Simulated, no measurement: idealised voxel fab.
Herein follows the process module entitled voxel double patterning.
Displayed cross-section: cut, width of 230 nm, square cells sized 5 nm.
How to read a cross-section here: the picture is a grid of square cells, written as bands going from the top down, and any band can span one or more rows of cells. Basically the band line says how high the top is and how high the bottom is, in nm, and then what's in it from left to right, every material with its width in nm. Empty space shows up as "air", and if a single material carries "throughout" it runs the full band edge to edge. Counting heights begins at 0, where everything beneath is, in the wafer as received, one material. The lowest band has no bottom; it goes on downwards, as "0 nm and below" shows. The expression "30 to 40" gives the width at the extremes of the band, the first number at its top row of cells and the second at its bottom row, with the width changing by equal amounts from each row to the next in between. Take "left unchanged" at face value: in the step it is given for, the cross-section changed in none of its cells. Empty spaces counting at least 8 cells and having no open way to the top are listed in "Closed void roster". The notation width x height at distance is used for each, the distance being from the left edge and all three values in nm. That trailing text on a step's line, after the settings, is the simulator's own remark on the step. overlay nm: how far to the right of its planned place the mask lay on this masked step (negative: to the left).

Planned process steps:
1) op RECEIVE | material Si
2) op CONFORMAL_DEP | material SiN | thk nm 5
3) op DIRECTIONAL_DEP | material SiO2 | thk nm 15
4) op DIRECTIONAL_DEP | material SiCN | thk nm 10
5) op PATTERN | tone open | mask id FIRST | material resist | width nm 15 | pitch nm 50 | thk nm 15 | overlay nm 0
6) op DIRECTIONAL_ETCH | etch materials SiCN | depth nm 10
7) op STRIP | etch materials resist
8) op PATTERN | tone open | mask id SECOND | material resist | width nm 15 | pitch nm 50 | thk nm 20 | overlay nm 0
9) op DIRECTIONAL_ETCH | etch materials SiCN | depth nm 10
10) op STRIP | etch materials resist
11) op DIRECTIONAL_ETCH | etch materials SiO2 | depth nm 15
12) op STRIP | etch materials SiCN
Wafer-to-wafer difference: thk nm, step 2. Common start. Plan = first wafer's value.

Cross-section of the first of several wafers on receipt, reflecting completion of step 1:
    0 nm and below: Si throughout
    Closed void roster: none

End of the module, past its last step, step 12: how the first of several wafers looks in cross-section:
    20 nm to 5 nm: SiO2: 55  air: 15  SiO2: 10  air: 15  SiO2: 10  air: 15  SiO2: 10  air: 15  SiO2: 10  air: 15  SiO2: 60
    5 nm to 0 nm: SiN throughout
    0 nm and below: Si throughout
    Closed void roster: none

Last wafer x-sec, end of module:
    35 nm to 20 nm: SiO2: 55  air: 15  SiO2: 10  air: 15  SiO2: 10  air: 15  SiO2: 10  air: 15  SiO2: 10  air: 15  SiO2: 60
    20 nm to 0 nm: SiN throughout
    0 nm and below: Si throughout
    Closed void roster: none

Rows = wafers. At module end, each row lists per material the cells gained (+) or lost (-) since the wafer was received, then the closed voids:
thk nm 5 | +46 SiN | +93 SiO2 | Closed void roster: none
thk nm 10 | +92 SiN | +93 SiO2 | Closed void roster: none
thk nm 15 | +138 SiN | +93 SiO2 | Closed void roster: none
thk nm 20 | +184 SiN | +93 SiO2 | Closed void roster: none
